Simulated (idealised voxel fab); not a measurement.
The following process module bears the name voxel self aligned vias.
In the cross-section labelled cut, the width is 275 nm and each square cell is 5 nm.
Notation: cross-section as square-cell grid; stated in bands, top first, going down; one or more cell rows per band.
This entry defines a band. It first specifies the height of the band's top and the height of its bottom in nm, and then specifies the band's materials from left to right, stating each material with its width in nm. The word "throughout" identifies a single material that fills the band from edge to edge, while the word "air" identifies empty space.
The level at which height equals 0 is the one under which the wafer, as it arrives, is entirely one material. No lower edge exists for the bottom band, which continues downward and is notated as in "0..down".
Think of "30 to 40" as a width that walks from the first number to the second as you go down the band, top row to bottom row, taking equal-sized steps from row to row.
You'll sometimes find "changes: none" written for a step, and that's the way of saying that nowhere in the cross-section did a cell change during that step.
"Enclosed internal cavities" lists enclosed empty spaces (at least 8 cells, no open path upward to the top), each as width x height at distance from the left edge, in nm.
What comes after the settings on a step's line is commentary from the simulator itself on that step.
overlay nm: step with mask; distance mask lay right of planned place; negative value = left of planned place.

# List of planned process steps
- 1: RECEIVE (material Si)
- 2: CONFORMAL_DEP (material SiO2; thk nm 15)
- 3: CONFORMAL_DEP (material SiCN; thk nm 5)
- 4: DIRECTIONAL_DEP (material SiO2; thk nm 20)
- 5: PATTERN (tone open; mask id LINES; material resist; width nm 15; pitch nm 70; thk nm 15; overlay nm 0)
- 6: DIRECTIONAL_ETCH (etch materials SiO2; depth nm 20)
- 7: STRIP (etch materials resist)
- 8: CONFORMAL_DEP (material TiN; thk nm 5)
- 9: FILL_DEP (material W; thk nm 5)
- 10: CMP (height nm 40)
- 11: SELECTIVE_ETCH (etch materials W Ru TiN; depth nm 5)
- 12: FILL_DEP (material SiN; thk nm 5)
- 13: CMP (height nm 40)
- 14: DIRECTIONAL_DEP (material SiO2; thk nm 15)
- 15: PATTERN (tone open; mask id VIAS; material resist; width nm 40; pitch nm 140; thk nm 15; overlay nm 0)
- 16: DIRECTIONAL_ETCH (etch materials SiO2; depth nm 15)
- 17: DIRECTIONAL_ETCH (etch materials SiN; depth nm 5)
- 18: STRIP (etch materials resist)
- 19: CONFORMAL_DEP (material TiN; thk nm 5)
- 20: FILL_DEP (material Cu; thk nm 10)
- 21: CMP (height nm 55)
- 22: CONFORMAL_DEP (material SiN; thk nm 5)
The value of width nm given for step 5 in the plan refers to the first wafer; the wafers vary in this setting and are alike at the start.

# This is how the first of several wafers looked in cross-section when it arrived, which is after step 1
  0..down = Si throughout
  Enclosed internal cavities: none

# End of module: cross-section of the first of several wafers after step 22, the last step
  60..55 = SiN throughout
  55..45 = SiO2 45  TiN 5  Cu 30  TiN 5  SiO2 100  TiN 5  Cu 30  TiN 5  SiO2 50
  45..40 = SiO2 45  TiN 20  Cu 5  TiN 15  SiO2 100  TiN 20  Cu 5  TiN 15  SiO2 50
  40..35 = SiO2 60  TiN 15  SiO2 55  SiN 15  SiO2 55  TiN 15  SiO2 60
  35..25 = SiO2 60  TiN 5  W 5  TiN 5  SiO2 55  TiN 5  W 5  TiN 5  SiO2 55  TiN 5  W 5  TiN 5  SiO2 60
  25..20 = SiO2 60  TiN 15  SiO2 55  TiN 15  SiO2 55  TiN 15  SiO2 60
  20..15 = SiCN throughout
  15..0 = SiO2 throughout
  0..down = Si throughout
  Enclosed internal cavities: none

# Last wafer, end of module, cross-section
  60..55 = SiN throughout
  55..45 = SiO2 45  TiN 5  Cu 30  TiN 5  SiO2 100  TiN 5  Cu 30  TiN 5  SiO2 50
  45..40 = SiO2 45  TiN 10  Cu 25  TiN 5  SiO2 100  TiN 10  Cu 25  TiN 5  SiO2 50
  40..35 = SiO2 50  TiN 35  SiO2 35  SiN 35  SiO2 35  TiN 35  SiO2 50
  35..25 = SiO2 50  TiN 5  W 25  TiN 5  SiO2 35  TiN 5  W 25  TiN 5  SiO2 35  TiN 5  W 25  TiN 5  SiO2 50
  25..20 = SiO2 50  TiN 35  SiO2 35  TiN 35  SiO2 35  TiN 35  SiO2 50
  20..15 = SiCN throughout
  15..0 = SiO2 throughout
  0..down = Si throughout
  Enclosed internal cavities: none

# Per wafer, end of module: cells gained (+) or lost (-) per material since receipt, then closed voids
width nm 15, +26 Cu, +55 SiCN, +58 SiN, +466 SiO2, +49 TiN, +6 W, Enclosed internal cavities: none
width nm 20, +28 Cu, +55 SiCN, +59 SiN, +454 SiO2, +52 TiN, +12 W, Enclosed internal cavities: none
width nm 25, +30 Cu, +55 SiCN, +60 SiN, +442 SiO2, +55 TiN, +18 W, Enclosed internal cavities: none
width nm 30, +32 Cu, +55 SiCN, +61 SiN, +430 SiO2, +58 TiN, +24 W, Enclosed internal cavities: none
width nm 35, +34 Cu, +55 SiCN, +62 SiN, +418 SiO2, +61 TiN, +30 W, Enclosed internal cavities: none
